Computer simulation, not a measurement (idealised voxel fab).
The process module presented herein is designated voxel wiring stack.
The width of the displayed cross-section, cut, is 245 nm; its cells are square, with a size of 5 nm.
The cross-sections in this document take the form of a grid made of square cells. They are written out as bands, in order from top to bottom. Each band consists of one or more rows of cells.
The band entry comprises the height of the band's top followed by the height of its bottom, expressed in nm, and subsequently the band's materials from left to right, each stated together with its width in nm. Where a single material is marked with the word "everywhere", that material fills the band from edge to edge. The word "blank" represents empty space.
A quick word on heights: they are counted from 0, and under that level the wafer as it came to us is one material throughout. The lowest band is different from the rest in having no bottom; it simply continues downward, written as in "from 0 down".
When a width is written as two numbers, as in "30->40", the first number is the width in the top row of cells of the band and the second is the width in its bottom row, and the width changes by the same amount from each row to the next.
When a step is marked "no change occurred", none of the cells in the cross-section changed during that step.
"Sealed cavities" - sealed voids, min. 8 cells, no opening to top; format: width x height at distance (distance from left edge; nm throughout).
Past the settings on a step's line: simulator remark, on that step.
overlay nm: where the mask lay relative to plan, measured to the right, on steps with a mask; negatives go left.
# The process steps that were planned are listed below
1 RECEIVE with material Si
2 CONFORMAL_DEP with material SiO2, thk nm 10
3 CONFORMAL_DEP with material SiCN, thk nm 5
4 DIRECTIONAL_DEP with material SiO2, thk nm 20
5 MASKED_ETCH with tone open, mask id METAL_1, width nm 30, pitch nm 60, etch materials SiO2, depth nm 20, overlay nm 0
6 MASKED_ETCH with tone open, mask id METAL_1, width nm 30, pitch nm 60, etch materials SiCN, depth nm 5, overlay nm 0
7 CONFORMAL_DEP with material TiN, thk nm 5
8 FILL_DEP with material W, thk nm 10
9 CMP with height nm 35
10 CONFORMAL_DEP with material SiCN, thk nm 5
11 DIRECTIONAL_DEP with material lowk, thk nm 20
12 PATTERN with tone open, mask id PLUG_1, material resist, width nm 15, pitch nm 60, thk nm 15, overlay nm 0
13 DIRECTIONAL_ETCH with etch materials lowk, depth nm 20
14 DIRECTIONAL_ETCH with etch materials SiCN, depth nm 5
15 STRIP with etch materials resist
16 EPI with material Ru, thk nm 10
17 EPI with material Ru, thk nm 10
18 EPI with material Ru, thk nm 5
19 DIRECTIONAL_DEP with material TiN, thk nm 5
20 DIRECTIONAL_DEP with material Ru, thk nm 25
21 PATTERN with tone cover, mask id METAL_2, material resist, width nm 30, pitch nm 60, thk nm 15, overlay nm 0
22 DIRECTIONAL_ETCH with etch materials Ru, depth nm 25
23 DIRECTIONAL_ETCH with etch materials TiN, depth nm 5
24 STRIP with etch materials resist
25 FILL_DEP with material lowk, thk nm 10
26 CMP with height nm 90
27 CONFORMAL_DEP with material SiCN, thk nm 5
28 DIRECTIONAL_DEP with material SiO2, thk nm 30
29 PATTERN with tone open, mask id METAL_3, material resist, width nm 30, pitch nm 60, thk nm 20, overlay nm 0
30 DIRECTIONAL_ETCH with etch materials SiO2, depth nm 20
31 STRIP with etch materials resist
32 PATTERN with tone open, mask id METAL_3_HOLES, material resist, width nm 15, pitch nm 60, thk nm 15, overlay nm 0
33 DIRECTIONAL_ETCH with etch materials SiO2, depth nm 10
34 DIRECTIONAL_ETCH with etch materials SiCN, depth nm 5
35 STRIP with etch materials resist
36 CONFORMAL_DEP with material TiN, thk nm 5
37 FILL_DEP with material Ru, thk nm 5
38 CMP with height nm 125
39 CONFORMAL_DEP with material SiCN, thk nm 5
# as received, after step 1
  from 0 down: Si everywhere
  Sealed cavities: none
# Cross-section at module end, one run error; start and plan unchanged from above
  from 130 to 125: SiCN everywhere
  from 125 to 110: SiO2 45 nm  TiN 5 nm  Ru 20 nm  TiN 5 nm  SiO2 30 nm  TiN 5 nm  Ru 20 nm  TiN 5 nm  SiO2 30 nm  TiN 5 nm  Ru 20 nm  TiN 5 nm  SiO2 50 nm
  from 110 to 105: SiO2 45 nm  TiN 5 nm  Ru 5 nm  TiN 20 nm  SiO2 30 nm  TiN 5 nm  Ru 5 nm  TiN 20 nm  SiO2 30 nm  TiN 5 nm  Ru 5 nm  TiN 20 nm  SiO2 50 nm
  from 105 to 95: SiO2 45 nm  TiN 5 nm  Ru 5 nm  TiN 5 nm  SiO2 45 nm  TiN 5 nm  Ru 5 nm  TiN 5 nm  SiO2 45 nm  TiN 5 nm  Ru 5 nm  TiN 5 nm  SiO2 65 nm
  from 95 to 90: SiCN 45 nm  TiN 15 nm  SiCN 45 nm  TiN 15 nm  SiCN 45 nm  TiN 15 nm  SiCN 65 nm
  from 90 to 75: lowk 45 nm  Ru 30 nm  lowk 30 nm  Ru 30 nm  lowk 30 nm  Ru 30 nm  lowk 50 nm
  from 75 to 70: lowk 45 nm  TiN 25 nm  Ru 5 nm  lowk 30 nm  TiN 25 nm  Ru 5 nm  lowk 30 nm  TiN 25 nm  Ru 5 nm  lowk 50 nm
  from 70 to 65: lowk 35 nm  Ru 40 nm  lowk 20 nm  Ru 40 nm  lowk 20 nm  Ru 40 nm  lowk 50 nm
  from 65 to 60: lowk 35 nm  Ru 35 nm  TiN 5 nm  lowk 20 nm  Ru 35 nm  TiN 5 nm  lowk 20 nm  Ru 35 nm  TiN 5 nm  lowk 50 nm
  from 60 to 40: lowk 45 nm  Ru 15 nm  lowk 45 nm  Ru 15 nm  lowk 45 nm  Ru 15 nm  lowk 65 nm
  from 40 to 35: SiCN 45 nm  Ru 15 nm  SiCN 45 nm  Ru 15 nm  SiCN 45 nm  Ru 15 nm  SiCN 65 nm
  from 35 to 15: SiO2 45 nm  TiN 5 nm  W 20 nm  TiN 5 nm  SiO2 30 nm  TiN 5 nm  W 20 nm  TiN 5 nm  SiO2 30 nm  TiN 5 nm  W 20 nm  TiN 5 nm  SiO2 50 nm
  from 15 to 10: SiCN 45 nm  TiN 30 nm  SiCN 30 nm  TiN 30 nm  SiCN 30 nm  TiN 30 nm  SiCN 50 nm
  from 10 to 0: SiO2 everywhere
  from 0 down: Si everywhere
  Sealed cavities: none
Where did the run depart from the plan? one of steps 16 and 17 got run twice, and since they're all the same there's no telling which
